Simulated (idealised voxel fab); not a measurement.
Process module, titled voxel wiring stack
It is cross-section cut that appears here, measuring 190 nm in width, its square cells being 5 nm in size.
We lay out every cross-section as a grid of square cells and spell it out in bands from the top down, where one band means one or more rows of cells.
A band entry consists of two parts. The first gives the height of the band's top and the height of its bottom, in nm. The rest lists the band's materials from left to right, each with its width in nm. A single material labelled with the word "full width" fills the band from edge to edge, and the word "empty" marks empty space.
Beneath 0, the wafer as received is one material, and that level is where height counting begins. The lowest band goes on downward without a bottom; it is written like "0 and below".
Read "30 to 40" as a graded width: first number on top, second number at the bottom, same change between each pair of neighbouring rows.
Take "identical to before" at face value: in the step it is given for, the cross-section changed in none of its cells.
Entry "Fully sealed voids". Content: empty spaces with no open connection to the top, size 8 cells or greater. Each: width x height at distance. Distance: from left edge. Unit: nm.
Whatever follows a step's settings on its line is a remark the simulator itself makes about that step.
The line of a step may include "overlay nm". On a step with a mask, this value is how far to the right of its planned place the mask lay. A negative value means the mask lay to the left.
Layout of what follows: cross-section pairs, each bracketing one process step, the after cross-section shown only to the lowest band that changed, the step between and its settings noted under each pair. Pairs may originate in different runs of this module on the same starting wafer; a pair continues from the pair above only where its entry headed "Pre-processing view" says so.

[Pre-processing view]
  90 down to 70 | 25 nm resist | 15 nm empty | 65 nm resist | 15 nm empty | 70 nm resist
  70 down to 55 | 20 nm SiO2 | 5 nm resist | 15 nm empty | 20 nm SiO2 | 20 nm resist | 20 nm SiO2 | 5 nm resist | 15 nm empty | 20 nm SiO2 | 20 nm resist | 30 nm SiO2
  55 down to 40 | 25 nm SiO2 | 15 nm empty | 65 nm SiO2 | 15 nm empty | 70 nm SiO2
  40 down to 35 | 25 nm SiCN | 15 nm empty | 65 nm SiCN | 15 nm empty | 70 nm SiCN
  35 down to 15 | 25 nm SiO2 | 5 nm TiN | 10 nm Cu | 5 nm TiN | 20 nm SiO2 | 5 nm TiN | 10 nm Cu | 5 nm TiN | 20 nm SiO2 | 5 nm TiN | 10 nm Cu | 5 nm TiN | 20 nm SiO2 | 5 nm TiN | 10 nm Cu | 5 nm TiN | 25 nm SiO2
  15 down to 10 | 25 nm SiCN | 20 nm TiN | 20 nm SiCN | 20 nm TiN | 20 nm SiCN | 20 nm TiN | 20 nm SiCN | 20 nm TiN | 25 nm SiCN
  10 down to 0 | SiO2 full width
  0 and below | Si full width
  Fully sealed voids: none

[Cross-Section Thereafter]
  70 down to 55 | 20 nm SiO2 | 20 nm empty | 20 nm SiO2 | 20 nm empty | 20 nm SiO2 | 20 nm empty | 20 nm SiO2 | 20 nm empty | 30 nm SiO2
  Below 55 it's all the same as before, nothing changed down there.
  Fully sealed voids: none
Step between the pre-process and post-process cross-sections given above: STRIP, etch materials resist

Pre-processing view: The prior state of this step coincides with the post-step cross-section of the pair just above.

[Cross-Section Thereafter]
  75 down to 70 | 25 nm TiN | 10 nm empty | 30 nm TiN | 10 nm empty | 30 nm TiN | 10 nm empty | 30 nm TiN | 10 nm empty | 35 nm TiN
  70 down to 60 | 20 nm SiO2 | 5 nm TiN | 10 nm empty | 5 nm TiN | 20 nm SiO2 | 5 nm TiN | 10 nm empty | 5 nm TiN | 20 nm SiO2 | 5 nm TiN | 10 nm empty | 5 nm TiN | 20 nm SiO2 | 5 nm TiN | 10 nm empty | 5 nm TiN | 30 nm SiO2
  60 down to 55 | 20 nm SiO2 | 10 nm TiN | 5 nm empty | 5 nm TiN | 20 nm SiO2 | 20 nm TiN | 20 nm SiO2 | 10 nm TiN | 5 nm empty | 5 nm TiN | 20 nm SiO2 | 20 nm TiN | 30 nm SiO2
  55 down to 40 | 25 nm SiO2 | 5 nm TiN | 5 nm empty | 5 nm TiN | 65 nm SiO2 | 5 nm TiN | 5 nm empty | 5 nm TiN | 70 nm SiO2
  40 down to 35 | 25 nm SiCN | 15 nm TiN | 65 nm SiCN | 15 nm TiN | 70 nm SiCN
  Below 35 it's all the same as before, nothing changed down there.
  Fully sealed voids: none
Step between the pre-process and post-process cross-sections given above: CONFORMAL_DEP, material TiN, thk nm 5

Pre-processing view: The prior state of this step coincides with the post-step cross-section of the pair just above.

[Cross-Section Thereafter]
  85 down to 75 | Ru full width
  75 down to 70 | 25 nm TiN | 10 nm Ru | 30 nm TiN | 10 nm Ru | 30 nm TiN | 10 nm Ru | 30 nm TiN | 10 nm Ru | 35 nm TiN
  70 down to 60 | 20 nm SiO2 | 5 nm TiN | 10 nm Ru | 5 nm TiN | 20 nm SiO2 | 5 nm TiN | 10 nm Ru | 5 nm TiN | 20 nm SiO2 | 5 nm TiN | 10 nm Ru | 5 nm TiN | 20 nm SiO2 | 5 nm TiN | 10 nm Ru | 5 nm TiN | 30 nm SiO2
  60 down to 55 | 20 nm SiO2 | 10 nm TiN | 5 nm Ru | 5 nm TiN | 20 nm SiO2 | 20 nm TiN | 20 nm SiO2 | 10 nm TiN | 5 nm Ru | 5 nm TiN | 20 nm SiO2 | 20 nm TiN | 30 nm SiO2
  55 down to 40 | 25 nm SiO2 | 5 nm TiN | 5 nm Ru | 5 nm TiN | 65 nm SiO2 | 5 nm TiN | 5 nm Ru | 5 nm TiN | 70 nm SiO2
  Below 40 it's all the same as before, nothing changed down there.
  Fully sealed voids: none
Step between the pre-process and post-process cross-sections given above: FILL_DEP, material Ru, thk nm 10

Pre-processing view: The prior state of this step coincides with the post-step cross-section of the pair just above.

[Cross-Section Thereafter]
  70 down to 60 | 20 nm SiO2 | 5 nm TiN | 10 nm Ru | 5 nm TiN | 20 nm SiO2 | 5 nm TiN | 10 nm Ru | 5 nm TiN | 20 nm SiO2 | 5 nm TiN | 10 nm Ru | 5 nm TiN | 20 nm SiO2 | 5 nm TiN | 10 nm Ru | 5 nm TiN | 30 nm SiO2
  Below 60 it's all the same as before, nothing changed down there.
  Fully sealed voids: none
Step between the pre-process and post-process cross-sections given above: CMP, height nm 70

Pre-processing view: The prior state of this step coincides with the post-step cross-section of the pair just above.

[Cross-Section Thereafter]
  75 down to 70 | SiN full width
  Below 70 it's all the same as before, nothing changed down there.
  Fully sealed voids: none
Step between the pre-process and post-process cross-sections given above: CONFORMAL_DEP, material SiN, thk nm 5

[Pre-processing view]
  70 down to 55 | 25 nm SiO2 | 20 nm empty | 20 nm SiO2 | 20 nm empty | 20 nm SiO2 | 20 nm empty | 20 nm SiO2 | 20 nm empty | 25 nm SiO2
  55 down to 40 | 25 nm SiO2 | 15 nm empty | 65 nm SiO2 | 15 nm empty | 70 nm SiO2
  40 down to 35 | 25 nm SiCN | 15 nm empty | 65 nm SiCN | 15 nm empty | 70 nm SiCN
  35 down to 15 | 25 nm SiO2 | 5 nm TiN | 10 nm Cu | 5 nm TiN | 20 nm SiO2 | 5 nm TiN | 10 nm Cu | 5 nm TiN | 20 nm SiO2 | 5 nm TiN | 10 nm Cu | 5 nm TiN | 20 nm SiO2 | 5 nm TiN | 10 nm Cu | 5 nm TiN | 25 nm SiO2
  15 down to 10 | 25 nm SiCN | 20 nm TiN | 20 nm SiCN | 20 nm TiN | 20 nm SiCN | 20 nm TiN | 20 nm SiCN | 20 nm TiN | 25 nm SiCN
  10 down to 0 | SiO2 full width
  0 and below | Si full width
  Fully sealed voids: none

[Cross-Section Thereafter]
  75 down to 70 | 30 nm aC | 10 nm empty | 30 nm aC | 10 nm empty | 30 nm aC | 10 nm empty | 30 nm aC | 10 nm empty | 30 nm aC
  70 down to 60 | 25 nm SiO2 | 5 nm aC | 10 nm empty | 5 nm aC | 20 nm SiO2 | 5 nm aC | 10 nm empty | 5 nm aC | 20 nm SiO2 | 5 nm aC | 10 nm empty | 5 nm aC | 20 nm SiO2 | 5 nm aC | 10 nm empty | 5 nm aC | 25 nm SiO2
  60 down to 55 | 25 nm SiO2 | 5 nm aC | 5 nm empty | 10 nm aC | 20 nm SiO2 | 20 nm aC | 20 nm SiO2 | 5 nm aC | 5 nm empty | 10 nm aC | 20 nm SiO2 | 20 nm aC | 25 nm SiO2
  55 down to 40 | 25 nm SiO2 | 5 nm aC | 5 nm empty | 5 nm aC | 65 nm SiO2 | 5 nm aC | 5 nm empty | 5 nm aC | 70 nm SiO2
  40 down to 35 | 25 nm SiCN | 15 nm aC | 65 nm SiCN | 15 nm aC | 70 nm SiCN
  Below 35 it's all the same as before, nothing changed down there.
  Fully sealed voids: none
Step between the pre-process and post-process cross-sections given above: CONFORMAL_DEP, material aC, thk nm 5

Pre-processing view: The prior state of this step coincides with the post-step cross-section of the pair just above.

[Cross-Section Thereafter]
  85 down to 75 | Ru full width
  75 down to 70 | 30 nm aC | 10 nm Ru | 30 nm aC | 10 nm Ru | 30 nm aC | 10 nm Ru | 30 nm aC | 10 nm Ru | 30 nm aC
  70 down to 60 | 25 nm SiO2 | 5 nm aC | 10 nm Ru | 5 nm aC | 20 nm SiO2 | 5 nm aC | 10 nm Ru | 5 nm aC | 20 nm SiO2 | 5 nm aC | 10 nm Ru | 5 nm aC | 20 nm SiO2 | 5 nm aC | 10 nm Ru | 5 nm aC | 25 nm SiO2
  60 down to 55 | 25 nm SiO2 | 5 nm aC | 5 nm Ru | 10 nm aC | 20 nm SiO2 | 20 nm aC | 20 nm SiO2 | 5 nm aC | 5 nm Ru | 10 nm aC | 20 nm SiO2 | 20 nm aC | 25 nm SiO2
  55 down to 40 | 25 nm SiO2 | 5 nm aC | 5 nm Ru | 5 nm aC | 65 nm SiO2 | 5 nm aC | 5 nm Ru | 5 nm aC | 70 nm SiO2
  Below 40 it's all the same as before, nothing changed down there.
  Fully sealed voids: none
Step between the pre-process and post-process cross-sections given above: FILL_DEP, material Ru, thk nm 10

Pre-processing view: The prior state of this step coincides with the post-step cross-section of the pair just above.

[Cross-Section Thereafter]
  70 down to 60 | 25 nm SiO2 | 5 nm aC | 10 nm Ru | 5 nm aC | 20 nm SiO2 | 5 nm aC | 10 nm Ru | 5 nm aC | 20 nm SiO2 | 5 nm aC | 10 nm Ru | 5 nm aC | 20 nm SiO2 | 5 nm aC | 10 nm Ru | 5 nm aC | 25 nm SiO2
  Below 60 it's all the same as before, nothing changed down there.
  Fully sealed voids: none
Step between the pre-process and post-process cross-sections given above: CMP, height nm 70

Pre-processing view: The prior state of this step coincides with the post-step cross-section of the pair just above.

[Cross-Section Thereafter]
  75 down to 70 | SiN full width
  Below 70 it's all the same as before, nothing changed down there.
  Fully sealed voids: none
Step between the pre-process and post-process cross-sections given above: CONFORMAL_DEP, material SiN, thk nm 5

[Pre-processing view]
  80 down to 70 | aC full width
  70 down to 40 | SiO2 full width
  40 down to 35 | SiCN full width
  35 down to 15 | 25 nm SiO2 | 5 nm TiN | 10 nm Cu | 5 nm TiN | 20 nm SiO2 | 5 nm TiN | 10 nm Cu | 5 nm TiN | 20 nm SiO2 | 5 nm TiN | 10 nm Cu | 5 nm TiN | 20 nm SiO2 | 5 nm TiN | 10 nm Cu | 5 nm TiN | 25 nm SiO2
  15 down to 10 | 25 nm SiCN | 20 nm TiN | 20 nm SiCN | 20 nm TiN | 20 nm SiCN | 20 nm TiN | 20 nm SiCN | 20 nm TiN | 25 nm SiCN
  10 down to 0 | SiO2 full width
  0 and below | Si full width
  Fully sealed voids: none

[Cross-Section Thereafter]
  110 down to 80 | 25 nm empty | 20 nm resist | 20 nm empty | 20 nm resist | 20 nm empty | 20 nm resist | 20 nm empty | 20 nm resist | 25 nm empty
  Below 80 it's all the same as before, nothing changed down there.
  Fully sealed voids: none
Step between the pre-process and post-process cross-sections given above: PATTERN, tone cover, mask id METAL_2, material resist, width nm 20, pitch nm 40, thk nm 30, overlay nm 0

Pre-processing view: The prior state of this step coincides with the post-step cross-section of the pair just above.

[Cross-Section Thereafter]
  100 down to 80 | 25 nm empty | 20 nm resist | 20 nm empty | 20 nm resist | 20 nm empty | 20 nm resist | 20 nm empty | 20 nm resist | 25 nm empty
  80 down to 70 | 25 nm empty | 20 nm aC | 20 nm empty | 20 nm aC | 20 nm empty | 20 nm aC | 20 nm empty | 20 nm aC | 25 nm empty
  Below 70 it's all the same as before, nothing changed down there.
  Fully sealed voids: none
Step between the pre-process and post-process cross-sections given above: DIRECTIONAL_ETCH, etch materials aC, depth nm 10

Pre-processing view: The prior state of this step coincides with the post-step cross-section of the pair just above.

[Cross-Section Thereafter]
  80 down to 70 | 25 nm empty | 20 nm aC | 20 nm empty | 20 nm aC | 20 nm empty | 20 nm aC | 20 nm empty | 20 nm aC | 25 nm empty
  Below 70 it's all the same as before, nothing changed down there.
  Fully sealed voids: none
Step between the pre-process and post-process cross-sections given above: STRIP, etch materials resist

Pre-processing view: The prior state of this step coincides with the post-step cross-section of the pair just above.

[Cross-Section Thereafter]
  80 down to 70 | 25 nm empty | 20 nm aC | 20 nm empty | 20 nm aC | 20 nm empty | 20 nm aC | 20 nm empty | 20 nm aC | 25 nm empty
  70 down to 55 | 25 nm empty | 20 nm SiO2 | 20 nm empty | 20 nm SiO2 | 20 nm empty | 20 nm SiO2 | 20 nm empty | 20 nm SiO2 | 25 nm empty
  Below 55 it's all the same as before, nothing changed down there.
  Fully sealed voids: none
Step between the pre-process and post-process cross-sections given above: DIRECTIONAL_ETCH, etch materials SiO2, depth nm 15

Pre-processing view: The prior state of this step coincides with the post-step cross-section of the pair just above.

[Cross-Section Thereafter]
  70 down to 55 | 25 nm empty | 20 nm SiO2 | 20 nm empty | 20 nm SiO2 | 20 nm empty | 20 nm SiO2 | 20 nm empty | 20 nm SiO2 | 25 nm empty
  Below 55 it's all the same as before, nothing changed down there.
  Fully sealed voids: none
Step between the pre-process and post-process cross-sections given above: STRIP, etch materials aC

Pre-processing view: The prior state of this step coincides with the post-step cross-section of the pair just above.

[Cross-Section Thereafter]
  90 down to 70 | 25 nm resist | 15 nm empty | 65 nm resist | 15 nm empty | 70 nm resist
  70 down to 55 | 25 nm resist | 20 nm SiO2 | 20 nm resist | 20 nm SiO2 | 20 nm resist | 20 nm SiO2 | 20 nm resist | 20 nm SiO2 | 25 nm resist
  Below 55 it's all the same as before, nothing changed down there.
  Fully sealed voids: none
Step between the pre-process and post-process cross-sections given above: PATTERN, tone open, mask id METAL_2_HOLES, material resist, width nm 15, pitch nm 80, thk nm 20, overlay nm 0

Pre-processing view: The prior state of this step coincides with the post-step cross-section of the pair just above.

[Cross-Section Thereafter]
  90 down to 70 | 25 nm resist | 15 nm empty | 65 nm resist | 15 nm empty | 70 nm resist
  70 down to 55 | 25 nm resist | 15 nm empty | 5 nm SiO2 | 20 nm resist | 20 nm SiO2 | 20 nm resist | 15 nm empty | 5 nm SiO2 | 20 nm resist | 20 nm SiO2 | 25 nm resist
  Below 55 it's all the same as before, nothing changed down there.
  Fully sealed voids: none
Step between the pre-process and post-process cross-sections given above: DIRECTIONAL_ETCH, etch materials SiO2, depth nm 15

Pre-processing view: The prior state of this step coincides with the post-step cross-section of the pair just above.

[Cross-Section Thereafter]
  70 down to 55 | 40 nm empty | 5 nm SiO2 | 20 nm empty | 20 nm SiO2 | 35 nm empty | 5 nm SiO2 | 20 nm empty | 20 nm SiO2 | 25 nm empty
  Below 55 it's all the same as before, nothing changed down there.
  Fully sealed voids: none
Step between the pre-process and post-process cross-sections given above: STRIP, etch materials resist

Pre-processing view: The prior state of this step coincides with the post-step cross-section of the pair just above.

[Cross-Section Thereafter]
  75 down to 70 | 35 nm empty | 15 nm TiN | 10 nm empty | 30 nm TiN | 25 nm empty | 15 nm TiN | 10 nm empty | 30 nm TiN | 20 nm empty
  70 down to 60 | 35 nm empty | 5 nm TiN | 5 nm SiO2 | 5 nm TiN | 10 nm empty | 5 nm TiN | 20 nm SiO2 | 5 nm TiN | 25 nm empty | 5 nm TiN | 5 nm SiO2 | 5 nm TiN | 10 nm empty | 5 nm TiN | 20 nm SiO2 | 5 nm TiN | 20 nm empty
  60 down to 55 | 40 nm TiN | 5 nm SiO2 | 20 nm TiN | 20 nm SiO2 | 35 nm TiN | 5 nm SiO2 | 20 nm TiN | 20 nm SiO2 | 25 nm TiN
  Below 55 it's all the same as before, nothing changed down there.
  Fully sealed voids: none
Step between the pre-process and post-process cross-sections given above: CONFORMAL_DEP, material TiN, thk nm 5

Pre-processing view: The prior state of this step coincides with the post-step cross-section of the pair just above.

[Cross-Section Thereafter]
  85 down to 75 | Ru full width
  75 down to 70 | 35 nm Ru | 15 nm TiN | 10 nm Ru | 30 nm TiN | 25 nm Ru | 15 nm TiN | 10 nm Ru | 30 nm TiN | 20 nm Ru
  70 down to 60 | 35 nm Ru | 5 nm TiN | 5 nm SiO2 | 5 nm TiN | 10 nm Ru | 5 nm TiN | 20 nm SiO2 | 5 nm TiN | 25 nm Ru | 5 nm TiN | 5 nm SiO2 | 5 nm TiN | 10 nm Ru | 5 nm TiN | 20 nm SiO2 | 5 nm TiN | 20 nm Ru
  Below 60 it's all the same as before, nothing changed down there.
  Fully sealed voids: none
Step between the pre-process and post-process cross-sections given above: FILL_DEP, material Ru, thk nm 10

Pre-processing view: The prior state of this step coincides with the post-step cross-section of the pair just above.

[Cross-Section Thereafter]
  70 down to 60 | 35 nm Ru | 5 nm TiN | 5 nm SiO2 | 5 nm TiN | 10 nm Ru | 5 nm TiN | 20 nm SiO2 | 5 nm TiN | 25 nm Ru | 5 nm TiN | 5 nm SiO2 | 5 nm TiN | 10 nm Ru | 5 nm TiN | 20 nm SiO2 | 5 nm TiN | 20 nm Ru
  Below 60 it's all the same as before, nothing changed down there.
  Fully sealed voids: none
Step between the pre-process and post-process cross-sections given above: CMP, height nm 70

Pre-processing view: The prior state of this step coincides with the post-step cross-section of the pair just above.

[Cross-Section Thereafter]
  75 down to 70 | SiN full width
  Below 70 it's all the same as before, nothing changed down there.
  Fully sealed voids: none
Step between the pre-process and post-process cross-sections given above: CONFORMAL_DEP, material SiN, thk nm 5
